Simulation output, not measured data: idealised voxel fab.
Process module, titled voxel lift off
Section shown: cut. Width: 285 nm. Cell size: 5 nm, square.
This document writes a cross-section as a grid whose cells are square, and gives it as bands, listed from the top down; one or more rows of cells form a band. Heads up on the band format: heights come first, top then bottom, in nm. After that it's the materials left to right, each with its width in nm. A single material flagged "edge to edge" fills the whole band edge to edge, and "blank" means there's empty space there. Basically, 0 is our baseline, since under it the wafer straight out of the box is all one material. The bottom band has no lower end and keeps on going down, so it looks like "z 0 and below". The expression "30..40" gives the width at the extremes of the band, the first number at its top row of cells and the second at its bottom row, with the width changing by equal amounts from each row to the next in between. What does "nothing altered" mean for a step? It means no cell of the cross-section changed in that step. If an empty space has no open way to the top and is at least 8 cells in size, "Closed empty spaces" lists it, written width x height at distance, where distance is measured from the left edge and every value is in nm. Anything after a step's settings on that line? It's the simulator's own note about the step. For masked steps, "overlay nm" on the step line gives how far right of plan the mask actually lay; a minus sign means it lay to the left.
### Planned process steps
1) RECEIVE | material Si
2) CONFORMAL_DEP | material SiO2 | thk nm 10
3) PATTERN | tone open | mask id LINES | material resist | width nm 25 | pitch nm 40 | thk nm 20 | overlay nm 0
4) DIRECTIONAL_DEP | material Ru | thk nm 5
5) STRIP | etch materials resist
6) CONFORMAL_DEP | material SiN | thk nm 10
### First out of two wafers; run went to plan
### So this is the incoming wafer in cross-section - it's already been through step 1
	z 0 and below: Si edge to edge
	Closed empty spaces: none
### How the wafer stands in section after step 2
	z 10 to 0: SiO2 edge to edge
	Below a height of 0, the structure has not been altered.
### How the wafer stands in section after step 3
	z 30 to 10: 110 nm resist, 25 nm blank, 15 nm resist, 25 nm blank, 110 nm resist
	Below a height of 10, the structure has not been altered.
### How the wafer stands in section after step 4
	z 35 to 30: 110 nm Ru, 25 nm blank, 15 nm Ru, 25 nm blank, 110 nm Ru
	z 30 to 15: 110 nm resist, 25 nm blank, 15 nm resist, 25 nm blank, 110 nm resist
	z 15 to 10: 110 nm resist, 25 nm Ru, 15 nm resist, 25 nm Ru, 110 nm resist
	Below a height of 10, the structure has not been altered.
### How the wafer stands in section after step 5
	z 15 to 10: 110 nm blank, 25 nm Ru, 15 nm blank, 25 nm Ru, 110 nm blank
	Below a height of 10, the structure has not been altered.
### How the wafer stands in section after step 6
	z 25 to 20: 100 nm blank, 85 nm SiN, 100 nm blank
	z 20 to 15: SiN edge to edge
	z 15 to 10: 110 nm SiN, 25 nm Ru, 15 nm SiN, 25 nm Ru, 110 nm SiN
	Below a height of 10, the structure has not been altered.
### Regarding the second of the two wafers: it shared the first wafer's starting condition and process plan, yet one error occurred during its execution. Its history coincides with that of the first wafer up to and including step 2
### X-section, second wafer, when step 3 was due to finish
	z 30 to 10: 115 nm resist, 15 nm blank, 25 nm resist, 15 nm blank, 115 nm resist
	Below a height of 10, the structure has not been altered.
### X-section, second wafer, when step 4 was due to finish
	z 35 to 30: 115 nm Ru, 15 nm blank, 25 nm Ru, 15 nm blank, 115 nm Ru
	z 30 to 15: 115 nm resist, 15 nm blank, 25 nm resist, 15 nm blank, 115 nm resist
	z 15 to 10: 115 nm resist, 15 nm Ru, 25 nm resist, 15 nm Ru, 115 nm resist
	Below a height of 10, the structure has not been altered.
### X-section, second wafer, when step 5 was due to finish
	z 15 to 10: 115 nm blank, 15 nm Ru, 25 nm blank, 15 nm Ru, 115 nm blank
	Below a height of 10, the structure has not been altered.
### X-section, second wafer, when step 6 was due to finish
	z 25 to 20: 105 nm blank, 35 nm SiN, 5 nm blank, 35 nm SiN, 105 nm blank
	z 20 to 15: SiN edge to edge
	z 15 to 10: 115 nm SiN, 15 nm Ru, 25 nm SiN, 15 nm Ru, 115 nm SiN
	Below a height of 10, the structure has not been altered.
Where did the run depart from the plan? step 3 did not use the planned setting and instead ran as PATTERN | tone open | mask id LINES | material resist | width nm 15 | pitch nm 40 | thk nm 20 | overlay nm 0
Wrapping up, a cell-based count of both wafers puts the second over or under the first for these materials: -4 Ru, +1 SiN
